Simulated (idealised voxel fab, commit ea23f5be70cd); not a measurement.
The process module that follows is named voxel air gaps.
Section cut is 175 nm wide and gridded with 5 nm square cells.
In what follows, cross-sections appear as grids of square cells, described through bands that run from the top down, where every band is one or more rows of cells.
The band entry comprises the height of the band's top followed by the height of its bottom, expressed in nm, and subsequently the band's materials from left to right, each stated together with its width in nm. Where a single material is marked with the word "all across", that material fills the band from edge to edge. The word "empty" represents empty space.
Heads up on the height convention: 0 is the point under which the incoming wafer is all one material, and the lowest band has no bottom, it just keeps going down, like "z 0 and below".
A width such as "30..40" changes by the same amount from each row of cells to the next, from the band's top row to its bottom row.
Any step labelled "no alteration" changed none of the cells in the cross-section.
"Closed voids list" lists enclosed empty spaces (at least 8 cells, no open path upward to the top), each as width x height at distance from the left edge, in nm.
Step line, after settings: the simulator's comment on this step.
"overlay nm" on a masked step: distance the mask lay right of its planned place, negative for left.
# The process steps that were planned are listed below
1,RECEIVE, material Si
2,CONFORMAL_DEP, material SiO2, thk nm 10
3,CONFORMAL_DEP, material SiCN, thk nm 5
4,DIRECTIONAL_DEP, material lowk, thk nm 40
5,DIRECTIONAL_DEP, material aC, thk nm 15
6,PATTERN, tone open, mask id LINES, material resist, width nm 15, pitch nm 40, thk nm 30, overlay nm 0
7,DIRECTIONAL_ETCH, etch materials aC, depth nm 15
8,STRIP, etch materials resist
9,DIRECTIONAL_ETCH, etch materials lowk, depth nm 40
10,STRIP, etch materials aC
11,CONFORMAL_DEP, material TiN, thk nm 5
12,FILL_DEP, material W, thk nm 5
13,CMP, height nm 55
14,EPI, material Ru, thk nm 10
15,SELECTIVE_ETCH, etch materials lowk, depth nm 50
16,CONFORMAL_DEP, material SiCN, thk nm 5
# as received, after step 1
- z 0 and below: Si all across
- Closed voids list: none
# Run as planned - first of the two wafers cross-sectioned at the end of the module
- z 70 to 65: empty=5 | SiCN=165 | empty=5
- z 65 to 55: empty=5 | SiCN=5 | Ru=35 | SiCN=5 | Ru=35 | SiCN=5 | Ru=35 | SiCN=5 | Ru=35 | SiCN=5 | empty=5
- z 55 to 50: empty=5 | SiCN=15 | TiN=5 | W=5 | TiN=5 | SiCN=25 | TiN=5 | W=5 | TiN=5 | SiCN=25 | TiN=5 | W=5 | TiN=5 | SiCN=25 | TiN=5 | W=5 | TiN=5 | SiCN=15 | empty=5
- z 50 to 20: empty=15 | SiCN=5 | TiN=5 | W=5 | TiN=5 | SiCN=5 | empty=15 | SiCN=5 | TiN=5 | W=5 | TiN=5 | SiCN=5 | empty=15 | SiCN=5 | TiN=5 | W=5 | TiN=5 | SiCN=5 | empty=15 | SiCN=5 | TiN=5 | W=5 | TiN=5 | SiCN=5 | empty=15
- z 20 to 15: SiCN=20 | TiN=15 | SiCN=25 | TiN=15 | SiCN=25 | TiN=15 | SiCN=25 | TiN=15 | SiCN=20
- z 15 to 10: SiCN all across
- z 10 to 0: SiO2 all across
- z 0 and below: Si all across
- Closed voids list: 15 x 30 at 40; 15 x 30 at 80; 15 x 30 at 120
# Cross-section, second wafer: same start as the first, same plan as the first, one mistake in running it; taken at the end of the module
- z 70 to 65: SiCN=165 | empty=10
- z 65 to 55: SiCN=5 | Ru=35 | SiCN=5 | Ru=35 | SiCN=5 | Ru=35 | SiCN=5 | Ru=35 | SiCN=5 | empty=10
- z 55 to 50: SiCN=15 | TiN=5 | W=5 | TiN=5 | SiCN=25 | TiN=5 | W=5 | TiN=5 | SiCN=25 | TiN=5 | W=5 | TiN=5 | SiCN=25 | TiN=5 | W=5 | TiN=5 | SiCN=15 | empty=10
- z 50 to 20: empty=10 | SiCN=5 | TiN=5 | W=5 | TiN=5 | SiCN=5 | empty=15 | SiCN=5 | TiN=5 | W=5 | TiN=5 | SiCN=5 | empty=15 | SiCN=5 | TiN=5 | W=5 | TiN=5 | SiCN=5 | empty=15 | SiCN=5 | TiN=5 | W=5 | TiN=5 | SiCN=5 | empty=20
- z 20 to 15: SiCN=15 | TiN=15 | SiCN=25 | TiN=15 | SiCN=25 | TiN=15 | SiCN=25 | TiN=15 | SiCN=25
- z 15 to 10: SiCN all across
- z 10 to 0: SiO2 all across
- z 0 and below: Si all across
- Closed voids list: 10 x 30 at 0; 15 x 30 at 35; 15 x 30 at 75; 15 x 30 at 115
what went wrong: off-plan run, step 6, actual operation and settings PATTERN, tone open, mask id LINES, material resist, width nm 15, pitch nm 40, thk nm 30, overlay nm -5
Cell counts per material: same on both final wafers. Positions: different.
The final tally of closed voids stands at 3 on the first wafer and 4 on the second.
